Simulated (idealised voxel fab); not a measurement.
Process module, titled voxel self aligned vias
Cross-section cut: width 185 nm, square cells of 5 nm.
Heads up, the way a cross-section reads in here is a grid of square cells, handed over as bands from the top down, with every band being one or more rows of cells. Band entry format. Leading values: height of top, height of bottom, nm. Remainder: materials in left-to-right order, each with its width in nm. Special words: "everywhere" on a single material, which then fills the band edge to edge; "air", empty space. Ref level 0: as-received wafer is one material below here. Bottom band extends down with no lower bound ("0 -> down"). Width: "30..40" (first number = top row, second number = bottom row, same change from row to row of cells). For the purposes of this document, the phrase "no alteration" attached to a step denotes that no cell within the cross-section was modified by that step. You'll see "Entrapped voids" listing empty spaces that have no way open to the top, as long as they're 8 cells or more; the notation is width x height at distance, where the distance is from the left edge, and all of it is in nm. Step line, after settings: the simulator's comment on this step. A step line may carry the setting "overlay nm", which, for steps involving a mask, states the distance by which the mask lay to the right of its intended position; negative values denote displacement to the left. Pairs, read this way: before one process step on the one hand, after it on the other, the after cross-section ending at the lowest band that changed; the step between, settings included, beneath. Same starting wafer throughout, but possibly different runs of this module, so no pair continues from the pair above unless its entry headed "Before processing step" says so.
Before processing step:
    75 -> 70  W everywhere
    70 -> 65  TiN: 40 / W: 30 / TiN: 40 / W: 30 / TiN: 45
    65 -> 50  SiO2: 35 / TiN: 5 / W: 30 / TiN: 5 / SiO2: 30 / TiN: 5 / W: 30 / TiN: 5 / SiO2: 40
    50 -> 45  SiN: 35 / TiN: 40 / SiN: 30 / TiN: 40 / SiN: 40
    45 -> 40  TiN: 45 / W: 20 / TiN: 50 / W: 20 / TiN: 50
    40 -> 15  SiO2: 40 / TiN: 5 / W: 20 / TiN: 5 / SiO2: 40 / TiN: 5 / W: 20 / TiN: 5 / SiO2: 45
    15 -> 10  SiO2: 40 / TiN: 30 / SiO2: 40 / TiN: 30 / SiO2: 45
    10 -> 5  SiCN everywhere
    5 -> 0  SiO2 everywhere
    0 -> down  Si everywhere
    Entrapped voids: none
Structure After Step:
    65 -> 50  SiO2: 35 / TiN: 5 / W: 30 / TiN: 5 / SiO2: 30 / TiN: 5 / W: 30 / TiN: 5 / SiO2: 40
    Unchanged below 50.
    Entrapped voids: none
So what happens between those two cross-sections up there? CMP,height nm 65
Before processing step: see the after view in the pair directly above.
Structure After Step:
    70 -> 65  SiCN everywhere
    Unchanged below 65.
    Entrapped voids: none
So what happens between those two cross-sections up there? CONFORMAL_DEP,material SiCN,thk nm 5
Before processing step:
    65 -> 50  SiO2 everywhere
    50 -> 45  SiO2: 40 / SiN: 30 / SiO2: 40 / SiN: 30 / SiO2: 45
    45 -> 25  SiO2: 40 / TiN: 5 / W: 20 / TiN: 5 / SiO2: 40 / TiN: 5 / W: 20 / TiN: 5 / SiO2: 45
    25 -> 20  SiO2: 40 / TiN: 30 / SiO2: 40 / TiN: 30 / SiO2: 45
    20 -> 15  SiCN everywhere
    15 -> 0  SiO2 everywhere
    0 -> down  Si everywhere
    Entrapped voids: none
Structure After Step:
    65 -> 50  SiO2: 40 / air: 30 / SiO2: 40 / air: 30 / SiO2: 45
    Unchanged below 50.
    Entrapped voids: none
So what happens between those two cross-sections up there? MASKED_ETCH,tone open,mask id VIAS,width nm 30,pitch nm 70,etch materials SiO2,depth nm 15,overlay nm 0
Before processing step: see the after view in the pair directly above.
Structure After Step:
    65 -> 45  SiO2: 40 / air: 30 / SiO2: 40 / air: 30 / SiO2: 45
    Unchanged below 45.
    Entrapped voids: none
So what happens between those two cross-sections up there? MASKED_ETCH,tone open,mask id VIAS,width nm 40,pitch nm 70,etch materials SiN,depth nm 5,overlay nm 0
Before processing step: see the after view in the pair directly above.
Structure After Step:
    70 -> 65  TiN: 45 / air: 20 / TiN: 50 / air: 20 / TiN: 50
    65 -> 50  SiO2: 40 / TiN: 5 / air: 20 / TiN: 5 / SiO2: 40 / TiN: 5 / air: 20 / TiN: 5 / SiO2: 45
    50 -> 45  SiO2: 40 / TiN: 30 / SiO2: 40 / TiN: 30 / SiO2: 45
    Unchanged below 45.
    Entrapped voids: none
So what happens between those two cross-sections up there? CONFORMAL_DEP,material TiN,thk nm 5
Before processing step: see the after view in the pair directly above.
Structure After Step:
    75 -> 70  W everywhere
    70 -> 65  TiN: 45 / W: 20 / TiN: 50 / W: 20 / TiN: 50
    65 -> 50  SiO2: 40 / TiN: 5 / W: 20 / TiN: 5 / SiO2: 40 / TiN: 5 / W: 20 / TiN: 5 / SiO2: 45
    Unchanged below 50.
    Entrapped voids: none
So what happens between those two cross-sections up there? FILL_DEP,material W,thk nm 5
Before processing step: see the after view in the pair directly above.
Structure After Step:
    65 -> 50  SiO2: 40 / TiN: 5 / W: 20 / TiN: 5 / SiO2: 40 / TiN: 5 / W: 20 / TiN: 5 / SiO2: 45
    Unchanged below 50.
    Entrapped voids: none
So what happens between those two cross-sections up there? CMP,height nm 65
Before processing step: see the after view in the pair directly above.
Structure After Step:
    70 -> 65  SiCN everywhere
    Unchanged below 65.
    Entrapped voids: none
So what happens between those two cross-sections up there? CONFORMAL_DEP,material SiCN,thk nm 5
Before processing step:
    65 -> 50  SiO2: 35 / air: 40 / SiO2: 30 / air: 40 / SiO2: 40
    50 -> 45  SiO2: 40 / SiN: 30 / SiO2: 40 / SiN: 30 / SiO2: 45
    45 -> 25  SiO2: 40 / TiN: 5 / W: 20 / TiN: 5 / SiO2: 40 / TiN: 5 / W: 20 / TiN: 5 / SiO2: 45
    25 -> 20  SiO2: 40 / TiN: 30 / SiO2: 40 / TiN: 30 / SiO2: 45
    20 -> 15  SiCN everywhere
    15 -> 0  SiO2 everywhere
    0 -> down  Si everywhere
    Entrapped voids: none
Structure After Step:
    65 -> 50  SiO2: 35 / air: 40 / SiO2: 30 / air: 40 / SiO2: 40
    50 -> 45  SiO2: 40 / air: 25 / SiN: 5 / SiO2: 40 / air: 25 / SiN: 5 / SiO2: 45
    Unchanged below 45.
    Entrapped voids: none
So what happens between those two cross-sections up there? MASKED_ETCH,tone open,mask id VIAS,width nm 40,pitch nm 70,etch materials SiN,depth nm 5,overlay nm -10
Before processing step: see the after view in the pair directly above.
Structure After Step:
    70 -> 65  TiN: 40 / air: 30 / TiN: 40 / air: 30 / TiN: 45
    65 -> 55  SiO2: 35 / TiN: 5 / air: 30 / TiN: 5 / SiO2: 30 / TiN: 5 / air: 30 / TiN: 5 / SiO2: 40
    55 -> 50  SiO2: 35 / TiN: 10 / air: 15 / TiN: 15 / SiO2: 30 / TiN: 10 / air: 15 / TiN: 15 / SiO2: 40
    50 -> 45  SiO2: 40 / TiN: 25 / SiN: 5 / SiO2: 40 / TiN: 25 / SiN: 5 / SiO2: 45
    Unchanged below 45.
    Entrapped voids: none
So what happens between those two cross-sections up there? CONFORMAL_DEP,material TiN,thk nm 5
Before processing step: see the after view in the pair directly above.
Structure After Step:
    75 -> 70  W everywhere
    70 -> 65  TiN: 40 / W: 30 / TiN: 40 / W: 30 / TiN: 45
    65 -> 55  SiO2: 35 / TiN: 5 / W: 30 / TiN: 5 / SiO2: 30 / TiN: 5 / W: 30 / TiN: 5 / SiO2: 40
    55 -> 50  SiO2: 35 / TiN: 10 / W: 15 / TiN: 15 / SiO2: 30 / TiN: 10 / W: 15 / TiN: 15 / SiO2: 40
    Unchanged below 50.
    Entrapped voids: none
So what happens between those two cross-sections up there? FILL_DEP,material W,thk nm 5
Before processing step: see the after view in the pair directly above.
Structure After Step:
    65 -> 55  SiO2: 35 / TiN: 5 / W: 30 / TiN: 5 / SiO2: 30 / TiN: 5 / W: 30 / TiN: 5 / SiO2: 40
    Unchanged below 55.
    Entrapped voids: none
So what happens between those two cross-sections up there? CMP,height nm 65
Before processing step: see the after view in the pair directly above.
Structure After Step:
    70 -> 65  SiCN everywhere
    Unchanged below 65.
    Entrapped voids: none
So what happens between those two cross-sections up there? CONFORMAL_DEP,material SiCN,thk nm 5
Before processing step:
    50 -> 45  SiO2: 40 / SiN: 30 / SiO2: 40 / SiN: 30 / SiO2: 45
    45 -> 25  SiO2: 40 / TiN: 5 / W: 20 / TiN: 5 / SiO2: 40 / TiN: 5 / W: 20 / TiN: 5 / SiO2: 45
    25 -> 20  SiO2: 40 / TiN: 30 / SiO2: 40 / TiN: 30 / SiO2: 45
    20 -> 15  SiCN everywhere
    15 -> 0  SiO2 everywhere
    0 -> down  Si everywhere
    Entrapped voids: none
Structure After Step:
    65 -> 50  aC everywhere
    Unchanged below 50.
    Entrapped voids: none
So what happens between those two cross-sections up there? DIRECTIONAL_DEP,material aC,thk nm 15
Before processing step: see the after view in the pair directly above.
Structure After Step:
    70 -> 65  TiN everywhere
    Unchanged below 65.
    Entrapped voids: none
So what happens between those two cross-sections up there? CONFORMAL_DEP,material TiN,thk nm 5
Before processing step: see the after view in the pair directly above.
Structure After Step:
    75 -> 70  W everywhere
    Unchanged below 70.
    Entrapped voids: none
So what happens between those two cross-sections up there? FILL_DEP,material W,thk nm 5
Before processing step: see the after view in the pair directly above.
Structure After Step:
    65 -> 50  aC everywhere
    Unchanged below 50.
    Entrapped voids: none
So what happens between those two cross-sections up there? CMP,height nm 65
Before processing step: see the after view in the pair directly above.
Structure After Step:
    70 -> 65  SiCN everywhere
    Unchanged below 65.
    Entrapped voids: none
So what happens between those two cross-sections up there? CONFORMAL_DEP,material SiCN,thk nm 5
Before processing step:
    65 -> 50  aC everywhere
    50 -> 20  SiO2 everywhere
    20 -> 15  SiCN everywhere
    15 -> 0  SiO2 everywhere
    0 -> down  Si everywhere
    Entrapped voids: none
Structure After Step:
    95 -> 65  air: 40 / resist: 30 / air: 40 / resist: 30 / air: 45
    Unchanged below 65.
    Entrapped voids: none
So what happens between those two cross-sections up there? PATTERN,tone cover,mask id LINES,material resist,width nm 30,pitch nm 70,thk nm 30,overlay nm 0
Before processing step: see the after view in the pair directly above.
Structure After Step:
    80 -> 65  air: 40 / resist: 30 / air: 40 / resist: 30 / air: 45
    65 -> 50  air: 40 / aC: 30 / air: 40 / aC: 30 / air: 45
    Unchanged below 50.
    Entrapped voids: none
So what happens between those two cross-sections up there? DIRECTIONAL_ETCH,etch materials aC,depth nm 15
Before processing step: see the after view in the pair directly above.
Structure After Step:
    65 -> 50  air: 40 / aC: 30 / air: 40 / aC: 30 / air: 45
    Unchanged below 50.
    Entrapped voids: none
So what happens between those two cross-sections up there? STRIP,etch materials resist
Before processing step: see the after view in the pair directly above.
Structure After Step:
    65 -> 50  air: 40 / aC: 30 / air: 40 / aC: 30 / air: 45
    50 -> 20  air: 40 / SiO2: 30 / air: 40 / SiO2: 30 / air: 45
    Unchanged below 20.
    Entrapped voids: none
So what happens between those two cross-sections up there? DIRECTIONAL_ETCH,etch materials SiO2,depth nm 30
Before processing step: see the after view in the pair directly above.
Structure After Step:
    50 -> 20  air: 40 / SiO2: 30 / air: 40 / SiO2: 30 / air: 45
    Unchanged below 20.
    Entrapped voids: none
So what happens between those two cross-sections up there? STRIP,etch materials aC
Before processing step: see the after view in the pair directly above.
Structure After Step:
    55 -> 50  air: 35 / TiN: 40 / air: 30 / TiN: 40 / air: 40
    50 -> 25  air: 35 / TiN: 5 / SiO2: 30 / TiN: 5 / air: 30 / TiN: 5 / SiO2: 30 / TiN: 5 / air: 40
    25 -> 20  TiN: 40 / SiO2: 30 / TiN: 40 / SiO2: 30 / TiN: 45
    Unchanged below 20.
    Entrapped voids: none
So what happens between those two cross-sections up there? CONFORMAL_DEP,material TiN,thk nm 5
Before processing step: see the after view in the pair directly above.
Structure After Step:
    65 -> 55  W everywhere
    55 -> 50  W: 35 / TiN: 40 / W: 30 / TiN: 40 / W: 40
    50 -> 25  W: 35 / TiN: 5 / SiO2: 30 / TiN: 5 / W: 30 / TiN: 5 / SiO2: 30 / TiN: 5 / W: 40
    Unchanged below 25.
    Entrapped voids: none
So what happens between those two cross-sections up there? FILL_DEP,material W,thk nm 10
Before processing step: see the after view in the pair directly above.
Structure After Step:
    50 -> 25  W: 35 / TiN: 5 / SiO2: 30 / TiN: 5 / W: 30 / TiN: 5 / SiO2: 30 / TiN: 5 / W: 40
    Unchanged below 25.
    Entrapped voids: none
So what happens between those two cross-sections up there? CMP,height nm 50
Before processing step: see the after view in the pair directly above.
Structure After Step:
    50 -> 45  air: 40 / SiO2: 30 / air: 40 / SiO2: 30 / air: 45
    Unchanged below 45.
    Entrapped voids: none
So what happens between those two cross-sections up there? SELECTIVE_ETCH,etch materials W Ru TiN,depth nm 5
Before processing step: see the after view in the pair directly above.
Structure After Step:
    55 -> 50  SiN everywhere
    50 -> 45  SiN: 40 / SiO2: 30 / SiN: 40 / SiO2: 30 / SiN: 45
    Unchanged below 45.
    Entrapped voids: none
So what happens between those two cross-sections up there? FILL_DEP,material SiN,thk nm 5
Before processing step: see the after view in the pair directly above.
Structure After Step:
    50 -> 45  SiN: 40 / SiO2: 30 / SiN: 40 / SiO2: 30 / SiN: 45
    Unchanged below 45.
    Entrapped voids: none
So what happens between those two cross-sections up there? CMP,height nm 50
Before processing step: see the after view in the pair directly above.
Structure After Step:
    65 -> 50  SiO2 everywhere
    Unchanged below 50.
    Entrapped voids: none
So what happens between those two cross-sections up there? DIRECTIONAL_DEP,material SiO2,thk nm 15
Before processing step: see the after view in the pair directly above.
Structure After Step:
    65 -> 50  SiO2: 35 / air: 40 / SiO2: 30 / air: 40 / SiO2: 40
    Unchanged below 50.
    Entrapped voids: none
So what happens between those two cross-sections up there? MASKED_ETCH,tone open,mask id VIAS,width nm 40,pitch nm 70,etch materials SiO2,depth nm 15,overlay nm 0
Before processing step: see the after view in the pair directly above.
Structure After Step:
    65 -> 50  SiO2: 35 / air: 40 / SiO2: 30 / air: 40 / SiO2: 40
    50 -> 45  SiN: 35 / air: 5 / SiO2: 30 / air: 5 / SiN: 30 / air: 5 / SiO2: 30 / air: 5 / SiN: 40
    Unchanged below 45.
    Entrapped voids: none
So what happens between those two cross-sections up there? MASKED_ETCH,tone open,mask id VIAS,width nm 40,pitch nm 70,etch materials SiN,depth nm 5,overlay nm 0
Before processing step: see the after view in the pair directly above.
Structure After Step:
    70 -> 65  TiN: 40 / air: 30 / TiN: 40 / air: 30 / TiN: 45
    65 -> 55  SiO2: 35 / TiN: 5 / air: 30 / TiN: 5 / SiO2: 30 / TiN: 5 / air: 30 / TiN: 5 / SiO2: 40
    55 -> 50  SiO2: 35 / TiN: 40 / SiO2: 30 / TiN: 40 / SiO2: 40
    50 -> 45  SiN: 35 / TiN: 5 / SiO2: 30 / TiN: 5 / SiN: 30 / TiN: 5 / SiO2: 30 / TiN: 5 / SiN: 40
    Unchanged below 45.
    Entrapped voids: none
So what happens between those two cross-sections up there? CONFORMAL_DEP,material TiN,thk nm 5
Before processing step: see the after view in the pair directly above.
Structure After Step:
    75 -> 70  W everywhere
    70 -> 65  TiN: 40 / W: 30 / TiN: 40 / W: 30 / TiN: 45
    65 -> 55  SiO2: 35 / TiN: 5 / W: 30 / TiN: 5 / SiO2: 30 / TiN: 5 / W: 30 / TiN: 5 / SiO2: 40
    Unchanged below 55.
    Entrapped voids: none
So what happens between those two cross-sections up there? FILL_DEP,material W,thk nm 5
Before processing step: see the after view in the pair directly above.
Structure After Step:
    65 -> 55  SiO2: 35 / TiN: 5 / W: 30 / TiN: 5 / SiO2: 30 / TiN: 5 / W: 30 / TiN: 5 / SiO2: 40
    Unchanged below 55.
    Entrapped voids: none
So what happens between those two cross-sections up there? CMP,height nm 65
Before processing step: see the after view in the pair directly above.
Structure After Step:
    70 -> 65  SiCN everywhere
    Unchanged below 65.
    Entrapped voids: none
So what happens between those two cross-sections up there? CONFORMAL_DEP,material SiCN,thk nm 5
